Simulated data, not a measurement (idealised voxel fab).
Proc. module: voxel gate over fins
Each square cell in cross-section cut measures 5 nm, and the section as a whole is 160 nm wide.
For the purposes of this document, a cross-section shall be understood as a grid of square cells, specified as bands listed in top-to-bottom order, each band consisting of one or more rows of cells.
What a band's entry tells you: where the top is and where the bottom is, as heights in nm, and after that what lies inside, material by material from left to right, each with its width in nm. Empty space is written as the word "air", and a single material marked with the word "all across" occupies the band from edge to edge.
Counting heights begins at 0, where everything beneath is, in the wafer as received, one material. The lowest band has no bottom; it goes on downwards, as "0 down" shows.
When a width is written as two numbers, as in "30->40", the first number is the width in the top row of cells of the band and the second is the width in its bottom row, and the width changes by the same amount from each row to the next.
Where a step carries "stayed the same", the cross-section came out of it unchanged, cell for cell.
Listed in "Internal closed voids": every empty space of 8 or more cells without an open way to the top. Form: width x height at distance, the distance being from the left edge, all in nm.
The remark found on a step's line after its settings is issued by the simulator itself and pertains to that step.
For masked steps, "overlay nm" on the step line gives how far right of plan the mask actually lay; a minus sign means it lay to the left.
Below is the list of planned process steps
step 1: RECEIVE (material Si)
step 2: CONFORMAL_DEP (material SiN; thk nm 5)
step 3: MASKED_ETCH (tone cover; mask id FINS; width nm 15; pitch nm 55; etch materials SiN; depth nm 5; overlay nm 0)
step 4: MASKED_ETCH (tone cover; mask id FINS; width nm 15; pitch nm 55; etch materials Si; depth nm 35; overlay nm 0)
step 5: OXIDIZE (depth nm 5)
step 6: FILL_DEP (material SiO2; thk nm 5)
step 7: CMP (height nm 5)
step 8: PATTERN (tone open; mask id RAIL; material resist; width nm 15; thk nm 15; overlay nm 0)
step 9: DIRECTIONAL_ETCH (etch materials SiO2; depth nm 35)
step 10: STRIP (etch materials resist)
step 11: CONFORMAL_DEP (material TiN; thk nm 5)
step 12: FILL_DEP (material W; thk nm 10)
step 13: CMP (height nm 5)
step 14: SELECTIVE_ETCH (etch materials W Ru TiN; depth nm 25)
step 15: FILL_DEP (material SiO2; thk nm 5)
step 16: CMP (height nm 5)
step 17: SELECTIVE_ETCH (etch materials SiO2; depth nm 20)
step 18: STRIP (etch materials SiN)
step 19: CONFORMAL_DEP (material HfO2; thk nm 5)
step 20: CONFORMAL_DEP (material TiN; thk nm 5)
step 21: CONFORMAL_DEP (material TiAl; thk nm 5)
step 22: CONFORMAL_DEP (material TiN; thk nm 5)
step 23: FILL_DEP (material W; thk nm 15)
step 24: CMP (height nm 30)
step 25: CONFORMAL_DEP (material SiN; thk nm 10)
First wafer out of two, processed as planned
So this is the incoming wafer in cross-section - it's already been through step 1
* 0 down = Si all across
* Internal closed voids: none
Cross-section of the wafer after step 2
* 5 to 0 = SiN all across
* Everything below 0 is unchanged.
Cross-section of the wafer after step 3
* 5 to 0 = air: 15 | SiN: 15 | air: 40 | SiN: 15 | air: 40 | SiN: 15 | air: 20
* Everything below 0 is unchanged.
Cross-section of the wafer after step 4
* 5 to 0 = air: 15 | SiN: 15 | air: 40 | SiN: 15 | air: 40 | SiN: 15 | air: 20
* 0 to -35 = air: 15 | Si: 15 | air: 40 | Si: 15 | air: 40 | Si: 15 | air: 20
* Everything below -35 is unchanged.
Cross-section of the wafer after step 5
* 5 to 0 = air: 15 | SiN: 15 | air: 40 | SiN: 15 | air: 40 | SiN: 15 | air: 20
* 0 to -35 = air: 15 | SiO2: 5 | Si: 5 | SiO2: 5 | air: 40 | SiO2: 5 | Si: 5 | SiO2: 5 | air: 40 | SiO2: 5 | Si: 5 | SiO2: 5 | air: 20
* -35 to -40 = SiO2: 20 | Si: 5 | SiO2: 50 | Si: 5 | SiO2: 50 | Si: 5 | SiO2: 25
* Everything below -40 is unchanged.
Cross-section of the wafer after step 6
* 10 to 5 = SiO2 all across
* 5 to 0 = SiO2: 15 | SiN: 15 | SiO2: 40 | SiN: 15 | SiO2: 40 | SiN: 15 | SiO2: 20
* 0 to -40 = SiO2: 20 | Si: 5 | SiO2: 50 | Si: 5 | SiO2: 50 | Si: 5 | SiO2: 25
* Everything below -40 is unchanged.
Cross-section of the wafer after step 7
* 5 to 0 = SiO2: 15 | SiN: 15 | SiO2: 40 | SiN: 15 | SiO2: 40 | SiN: 15 | SiO2: 20
* Everything below 0 is unchanged.
Cross-section of the wafer after step 8
* 20 to 5 = resist: 40 | air: 15 | resist: 105
* Everything below 5 is unchanged.
Cross-section of the wafer after step 9
* 20 to 5 = resist: 40 | air: 15 | resist: 105
* 5 to 0 = SiO2: 15 | SiN: 15 | SiO2: 10 | air: 15 | SiO2: 15 | SiN: 15 | SiO2: 40 | SiN: 15 | SiO2: 20
* 0 to -30 = SiO2: 20 | Si: 5 | SiO2: 15 | air: 15 | SiO2: 20 | Si: 5 | SiO2: 50 | Si: 5 | SiO2: 25
* Everything below -30 is unchanged.
Cross-section of the wafer after step 10
* 5 to 0 = SiO2: 15 | SiN: 15 | SiO2: 10 | air: 15 | SiO2: 15 | SiN: 15 | SiO2: 40 | SiN: 15 | SiO2: 20
* Everything below 0 is unchanged.
Cross-section of the wafer after step 11
* 10 to 5 = TiN: 45 | air: 5 | TiN: 110
* 5 to 0 = SiO2: 15 | SiN: 15 | SiO2: 10 | TiN: 5 | air: 5 | TiN: 5 | SiO2: 15 | SiN: 15 | SiO2: 40 | SiN: 15 | SiO2: 20
* 0 to -25 = SiO2: 20 | Si: 5 | SiO2: 15 | TiN: 5 | air: 5 | TiN: 5 | SiO2: 20 | Si: 5 | SiO2: 50 | Si: 5 | SiO2: 25
* -25 to -30 = SiO2: 20 | Si: 5 | SiO2: 15 | TiN: 15 | SiO2: 20 | Si: 5 | SiO2: 50 | Si: 5 | SiO2: 25
* Everything below -30 is unchanged.
Cross-section of the wafer after step 12
* 20 to 10 = W all across
* 10 to 5 = TiN: 45 | W: 5 | TiN: 110
* 5 to 0 = SiO2: 15 | SiN: 15 | SiO2: 10 | TiN: 5 | W: 5 | TiN: 5 | SiO2: 15 | SiN: 15 | SiO2: 40 | SiN: 15 | SiO2: 20
* 0 to -25 = SiO2: 20 | Si: 5 | SiO2: 15 | TiN: 5 | W: 5 | TiN: 5 | SiO2: 20 | Si: 5 | SiO2: 50 | Si: 5 | SiO2: 25
* Everything below -25 is unchanged.
Cross-section of the wafer after step 13
* 5 to 0 = SiO2: 15 | SiN: 15 | SiO2: 10 | TiN: 5 | W: 5 | TiN: 5 | SiO2: 15 | SiN: 15 | SiO2: 40 | SiN: 15 | SiO2: 20
* Everything below 0 is unchanged.
Cross-section of the wafer after step 14
* 5 to 0 = SiO2: 15 | SiN: 15 | SiO2: 10 | air: 15 | SiO2: 15 | SiN: 15 | SiO2: 40 | SiN: 15 | SiO2: 20
* 0 to -20 = SiO2: 20 | Si: 5 | SiO2: 15 | air: 15 | SiO2: 20 | Si: 5 | SiO2: 50 | Si: 5 | SiO2: 25
* Everything below -20 is unchanged.
Cross-section of the wafer after step 15
* 10 to 5 = SiO2 all across
* 5 to 0 = SiO2: 15 | SiN: 15 | SiO2: 40 | SiN: 15 | SiO2: 40 | SiN: 15 | SiO2: 20
* 0 to -20 = SiO2: 20 | Si: 5 | SiO2: 50 | Si: 5 | SiO2: 50 | Si: 5 | SiO2: 25
* Everything below -20 is unchanged.
Cross-section of the wafer after step 16
* 5 to 0 = SiO2: 15 | SiN: 15 | SiO2: 40 | SiN: 15 | SiO2: 40 | SiN: 15 | SiO2: 20
* Everything below 0 is unchanged.
Cross-section of the wafer after step 17
* 5 to 0 = air: 15 | SiN: 15 | air: 40 | SiN: 15 | air: 40 | SiN: 15 | air: 20
* 0 to -15 = air: 20 | Si: 5 | air: 50 | Si: 5 | air: 50 | Si: 5 | air: 25
* Everything below -15 is unchanged.
Cross-section of the wafer after step 18
* 0 to -15 = air: 20 | Si: 5 | air: 50 | Si: 5 | air: 50 | Si: 5 | air: 25
* Everything below -15 is unchanged.
Cross-section of the wafer after step 19
* 5 to 0 = air: 15 | HfO2: 15 | air: 40 | HfO2: 15 | air: 40 | HfO2: 15 | air: 20
* 0 to -10 = air: 15 | HfO2: 5 | Si: 5 | HfO2: 5 | air: 40 | HfO2: 5 | Si: 5 | HfO2: 5 | air: 40 | HfO2: 5 | Si: 5 | HfO2: 5 | air: 20
* -10 to -15 = HfO2: 20 | Si: 5 | HfO2: 50 | Si: 5 | HfO2: 50 | Si: 5 | HfO2: 25
* Everything below -15 is unchanged.
Cross-section of the wafer after step 20
* 10 to 5 = air: 10 | TiN: 25 | air: 30 | TiN: 25 | air: 30 | TiN: 25 | air: 15
* 5 to 0 = air: 10 | TiN: 5 | HfO2: 15 | TiN: 5 | air: 30 | TiN: 5 | HfO2: 15 | TiN: 5 | air: 30 | TiN: 5 | HfO2: 15 | TiN: 5 | air: 15
* 0 to -5 = air: 10 | TiN: 5 | HfO2: 5 | Si: 5 | HfO2: 5 | TiN: 5 | air: 30 | TiN: 5 | HfO2: 5 | Si: 5 | HfO2: 5 | TiN: 5 | air: 30 | TiN: 5 | HfO2: 5 | Si: 5 | HfO2: 5 | TiN: 5 | air: 15
* -5 to -10 = TiN: 15 | HfO2: 5 | Si: 5 | HfO2: 5 | TiN: 40 | HfO2: 5 | Si: 5 | HfO2: 5 | TiN: 40 | HfO2: 5 | Si: 5 | HfO2: 5 | TiN: 20
* Everything below -10 is unchanged.
Cross-section of the wafer after step 21
* 15 to 10 = air: 5 | TiAl: 35 | air: 20 | TiAl: 35 | air: 20 | TiAl: 35 | air: 10
* 10 to 5 = air: 5 | TiAl: 5 | TiN: 25 | TiAl: 5 | air: 20 | TiAl: 5 | TiN: 25 | TiAl: 5 | air: 20 | TiAl: 5 | TiN: 25 | TiAl: 5 | air: 10
* 5 to 0 = air: 5 | TiAl: 5 | TiN: 5 | HfO2: 15 | TiN: 5 | TiAl: 5 | air: 20 | TiAl: 5 | TiN: 5 | HfO2: 15 | TiN: 5 | TiAl: 5 | air: 20 | TiAl: 5 | TiN: 5 | HfO2: 15 | TiN: 5 | TiAl: 5 | air: 10
* 0 to -5 = TiAl: 10 | TiN: 5 | HfO2: 5 | Si: 5 | HfO2: 5 | TiN: 5 | TiAl: 30 | TiN: 5 | HfO2: 5 | Si: 5 | HfO2: 5 | TiN: 5 | TiAl: 30 | TiN: 5 | HfO2: 5 | Si: 5 | HfO2: 5 | TiN: 5 | TiAl: 15
* Everything below -5 is unchanged.
Cross-section of the wafer after step 22
* 20 to 15 = TiN: 45 | air: 10 | TiN: 45 | air: 10 | TiN: 45 | air: 5
* 15 to 10 = TiN: 5 | TiAl: 35 | TiN: 5 | air: 10 | TiN: 5 | TiAl: 35 | TiN: 5 | air: 10 | TiN: 5 | TiAl: 35 | TiN: 5 | air: 5
* 10 to 5 = TiN: 5 | TiAl: 5 | TiN: 25 | TiAl: 5 | TiN: 5 | air: 10 | TiN: 5 | TiAl: 5 | TiN: 25 | TiAl: 5 | TiN: 5 | air: 10 | TiN: 5 | TiAl: 5 | TiN: 25 | TiAl: 5 | TiN: 5 | air: 5
* 5 to 0 = TiN: 5 | TiAl: 5 | TiN: 5 | HfO2: 15 | TiN: 5 | TiAl: 5 | TiN: 20 | TiAl: 5 | TiN: 5 | HfO2: 15 | TiN: 5 | TiAl: 5 | TiN: 20 | TiAl: 5 | TiN: 5 | HfO2: 15 | TiN: 5 | TiAl: 5 | TiN: 10
* Everything below 0 is unchanged.
Cross-section of the wafer after step 23
* 35 to 20 = W all across
* 20 to 15 = TiN: 45 | W: 10 | TiN: 45 | W: 10 | TiN: 45 | W: 5
* 15 to 10 = TiN: 5 | TiAl: 35 | TiN: 5 | W: 10 | TiN: 5 | TiAl: 35 | TiN: 5 | W: 10 | TiN: 5 | TiAl: 35 | TiN: 5 | W: 5
* 10 to 5 = TiN: 5 | TiAl: 5 | TiN: 25 | TiAl: 5 | TiN: 5 | W: 10 | TiN: 5 | TiAl: 5 | TiN: 25 | TiAl: 5 | TiN: 5 | W: 10 | TiN: 5 | TiAl: 5 | TiN: 25 | TiAl: 5 | TiN: 5 | W: 5
* Everything below 5 is unchanged.
Cross-section of the wafer after step 24
* 30 to 20 = W all across
* Everything below 20 is unchanged.
Cross-section of the wafer after step 25
* 40 to 30 = SiN all across
* Everything below 30 is unchanged.
Second wafer, same starting state and plan as the first, one mistake in the run, identical through step 7
Cross-section of the second wafer at the time step 8 of the plan should have ended
* 20 to 5 = air: 40 | resist: 15 | air: 105
* Everything below 5 is unchanged.
Cross-section of the second wafer at the time step 9 of the plan should have ended
* 20 to 5 = air: 40 | resist: 15 | air: 105
* 5 to 0 = air: 15 | SiN: 15 | air: 10 | SiO2: 15 | air: 15 | SiN: 15 | air: 40 | SiN: 15 | air: 20
* 0 to -30 = air: 15 | SiO2: 5 | Si: 5 | SiO2: 5 | air: 10 | SiO2: 15 | air: 15 | SiO2: 5 | Si: 5 | SiO2: 5 | air: 40 | SiO2: 5 | Si: 5 | SiO2: 5 | air: 20
* Everything below -30 is unchanged.
Cross-section of the second wafer at the time step 10 of the plan should have ended
* 5 to 0 = air: 15 | SiN: 15 | air: 10 | SiO2: 15 | air: 15 | SiN: 15 | air: 40 | SiN: 15 | air: 20
* Everything below 0 is unchanged.
Cross-section of the second wafer at the time step 11 of the plan should have ended
* 10 to 5 = air: 10 | TiN: 50 | air: 5 | TiN: 25 | air: 30 | TiN: 25 | air: 15
* 5 to 0 = air: 10 | TiN: 5 | SiN: 15 | TiN: 10 | SiO2: 15 | TiN: 5 | air: 5 | TiN: 5 | SiN: 15 | TiN: 5 | air: 30 | TiN: 5 | SiN: 15 | TiN: 5 | air: 15
* 0 to -25 = air: 10 | TiN: 5 | SiO2: 5 | Si: 5 | SiO2: 5 | TiN: 10 | SiO2: 15 | TiN: 5 | air: 5 | TiN: 5 | SiO2: 5 | Si: 5 | SiO2: 5 | TiN: 5 | air: 30 | TiN: 5 | SiO2: 5 | Si: 5 | SiO2: 5 | TiN: 5 | air: 15
* -25 to -30 = TiN: 15 | SiO2: 5 | Si: 5 | SiO2: 5 | TiN: 10 | SiO2: 15 | TiN: 15 | SiO2: 5 | Si: 5 | SiO2: 5 | TiN: 40 | SiO2: 5 | Si: 5 | SiO2: 5 | TiN: 20
* Everything below -30 is unchanged.
Cross-section of the second wafer at the time step 12 of the plan should have ended
* 20 to 10 = W all across
* 10 to 5 = W: 10 | TiN: 50 | W: 5 | TiN: 25 | W: 30 | TiN: 25 | W: 15
* 5 to 0 = W: 10 | TiN: 5 | SiN: 15 | TiN: 10 | SiO2: 15 | TiN: 5 | W: 5 | TiN: 5 | SiN: 15 | TiN: 5 | W: 30 | TiN: 5 | SiN: 15 | TiN: 5 | W: 15
* 0 to -25 = W: 10 | TiN: 5 | SiO2: 5 | Si: 5 | SiO2: 5 | TiN: 10 | SiO2: 15 | TiN: 5 | W: 5 | TiN: 5 | SiO2: 5 | Si: 5 | SiO2: 5 | TiN: 5 | W: 30 | TiN: 5 | SiO2: 5 | Si: 5 | SiO2: 5 | TiN: 5 | W: 15
* Everything below -25 is unchanged.
Cross-section of the second wafer at the time step 13 of the plan should have ended
* 5 to 0 = W: 10 | TiN: 5 | SiN: 15 | TiN: 10 | SiO2: 15 | TiN: 5 | W: 5 | TiN: 5 | SiN: 15 | TiN: 5 | W: 30 | TiN: 5 | SiN: 15 | TiN: 5 | W: 15
* Everything below 0 is unchanged.
Cross-section of the second wafer at the time step 14 of the plan should have ended
* 5 to 0 = air: 15 | SiN: 15 | air: 10 | SiO2: 15 | air: 15 | SiN: 15 | air: 40 | SiN: 15 | air: 20
* 0 to -20 = air: 15 | SiO2: 5 | Si: 5 | SiO2: 5 | air: 10 | SiO2: 15 | air: 15 | SiO2: 5 | Si: 5 | SiO2: 5 | air: 40 | SiO2: 5 | Si: 5 | SiO2: 5 | air: 20
* Everything below -20 is unchanged.
Cross-section of the second wafer at the time step 15 of the plan should have ended
* 10 to 5 = SiO2 all across
* 5 to 0 = SiO2: 15 | SiN: 15 | SiO2: 40 | SiN: 15 | SiO2: 40 | SiN: 15 | SiO2: 20
* 0 to -20 = SiO2: 20 | Si: 5 | SiO2: 50 | Si: 5 | SiO2: 50 | Si: 5 | SiO2: 25
* Everything below -20 is unchanged.
Cross-section of the second wafer at the time step 16 of the plan should have ended
* 5 to 0 = SiO2: 15 | SiN: 15 | SiO2: 40 | SiN: 15 | SiO2: 40 | SiN: 15 | SiO2: 20
* Everything below 0 is unchanged.
Cross-section of the second wafer at the time step 17 of the plan should have ended
* 5 to 0 = air: 15 | SiN: 15 | air: 40 | SiN: 15 | air: 40 | SiN: 15 | air: 20
* 0 to -15 = air: 20 | Si: 5 | air: 50 | Si: 5 | air: 50 | Si: 5 | air: 25
* Everything below -15 is unchanged.
Cross-section of the second wafer at the time step 18 of the plan should have ended
* 0 to -15 = air: 20 | Si: 5 | air: 50 | Si: 5 | air: 50 | Si: 5 | air: 25
* Everything below -15 is unchanged.
Cross-section of the second wafer at the time step 19 of the plan should have ended
* 5 to 0 = air: 15 | HfO2: 15 | air: 40 | HfO2: 15 | air: 40 | HfO2: 15 | air: 20
* 0 to -10 = air: 15 | HfO2: 5 | Si: 5 | HfO2: 5 | air: 40 | HfO2: 5 | Si: 5 | HfO2: 5 | air: 40 | HfO2: 5 | Si: 5 | HfO2: 5 | air: 20
* -10 to -15 = HfO2: 20 | Si: 5 | HfO2: 50 | Si: 5 | HfO2: 50 | Si: 5 | HfO2: 25
* Everything below -15 is unchanged.
Cross-section of the second wafer at the time step 20 of the plan should have ended
* 10 to 5 = air: 10 | TiN: 25 | air: 30 | TiN: 25 | air: 30 | TiN: 25 | air: 15
* 5 to 0 = air: 10 | TiN: 5 | HfO2: 15 | TiN: 5 | air: 30 | TiN: 5 | HfO2: 15 | TiN: 5 | air: 30 | TiN: 5 | HfO2: 15 | TiN: 5 | air: 15
* 0 to -5 = air: 10 | TiN: 5 | HfO2: 5 | Si: 5 | HfO2: 5 | TiN: 5 | air: 30 | TiN: 5 | HfO2: 5 | Si: 5 | HfO2: 5 | TiN: 5 | air: 30 | TiN: 5 | HfO2: 5 | Si: 5 | HfO2: 5 | TiN: 5 | air: 15
* -5 to -10 = TiN: 15 | HfO2: 5 | Si: 5 | HfO2: 5 | TiN: 40 | HfO2: 5 | Si: 5 | HfO2: 5 | TiN: 40 | HfO2: 5 | Si: 5 | HfO2: 5 | TiN: 20
* Everything below -10 is unchanged.
Cross-section of the second wafer at the time step 21 of the plan should have ended
* 15 to 10 = air: 5 | TiAl: 35 | air: 20 | TiAl: 35 | air: 20 | TiAl: 35 | air: 10
* 10 to 5 = air: 5 | TiAl: 5 | TiN: 25 | TiAl: 5 | air: 20 | TiAl: 5 | TiN: 25 | TiAl: 5 | air: 20 | TiAl: 5 | TiN: 25 | TiAl: 5 | air: 10
* 5 to 0 = air: 5 | TiAl: 5 | TiN: 5 | HfO2: 15 | TiN: 5 | TiAl: 5 | air: 20 | TiAl: 5 | TiN: 5 | HfO2: 15 | TiN: 5 | TiAl: 5 | air: 20 | TiAl: 5 | TiN: 5 | HfO2: 15 | TiN: 5 | TiAl: 5 | air: 10
* 0 to -5 = TiAl: 10 | TiN: 5 | HfO2: 5 | Si: 5 | HfO2: 5 | TiN: 5 | TiAl: 30 | TiN: 5 | HfO2: 5 | Si: 5 | HfO2: 5 | TiN: 5 | TiAl: 30 | TiN: 5 | HfO2: 5 | Si: 5 | HfO2: 5 | TiN: 5 | TiAl: 15
* Everything below -5 is unchanged.
Cross-section of the second wafer at the time step 22 of the plan should have ended
* 20 to 15 = TiN: 45 | air: 10 | TiN: 45 | air: 10 | TiN: 45 | air: 5
* 15 to 10 = TiN: 5 | TiAl: 35 | TiN: 5 | air: 10 | TiN: 5 | TiAl: 35 | TiN: 5 | air: 10 | TiN: 5 | TiAl: 35 | TiN: 5 | air: 5
* 10 to 5 = TiN: 5 | TiAl: 5 | TiN: 25 | TiAl: 5 | TiN: 5 | air: 10 | TiN: 5 | TiAl: 5 | TiN: 25 | TiAl: 5 | TiN: 5 | air: 10 | TiN: 5 | TiAl: 5 | TiN: 25 | TiAl: 5 | TiN: 5 | air: 5
* 5 to 0 = TiN: 5 | TiAl: 5 | TiN: 5 | HfO2: 15 | TiN: 5 | TiAl: 5 | TiN: 20 | TiAl: 5 | TiN: 5 | HfO2: 15 | TiN: 5 | TiAl: 5 | TiN: 20 | TiAl: 5 | TiN: 5 | HfO2: 15 | TiN: 5 | TiAl: 5 | TiN: 10
* Everything below 0 is unchanged.
Cross-section of the second wafer at the time step 23 of the plan should have ended
* 35 to 20 = W all across
* 20 to 15 = TiN: 45 | W: 10 | TiN: 45 | W: 10 | TiN: 45 | W: 5
* 15 to 10 = TiN: 5 | TiAl: 35 | TiN: 5 | W: 10 | TiN: 5 | TiAl: 35 | TiN: 5 | W: 10 | TiN: 5 | TiAl: 35 | TiN: 5 | W: 5
* 10 to 5 = TiN: 5 | TiAl: 5 | TiN: 25 | TiAl: 5 | TiN: 5 | W: 10 | TiN: 5 | TiAl: 5 | TiN: 25 | TiAl: 5 | TiN: 5 | W: 10 | TiN: 5 | TiAl: 5 | TiN: 25 | TiAl: 5 | TiN: 5 | W: 5
* Everything below 5 is unchanged.
Cross-section of the second wafer at the time step 24 of the plan should have ended
* 30 to 20 = W all across
* Everything below 20 is unchanged.
Cross-section of the second wafer at the time step 25 of the plan should have ended
* 40 to 30 = SiN all across
* Everything below 30 is unchanged.
Deviation from plan: step 8, actual vs plan mismatch, actual run PATTERN (tone cover; mask id RAIL; material resist; width nm 15; thk nm 15; overlay nm 0)
Cell-count delta at end, second wafer over first, by material: 34 fewer of SiO2 | 23 more of TiN | 11 more of W
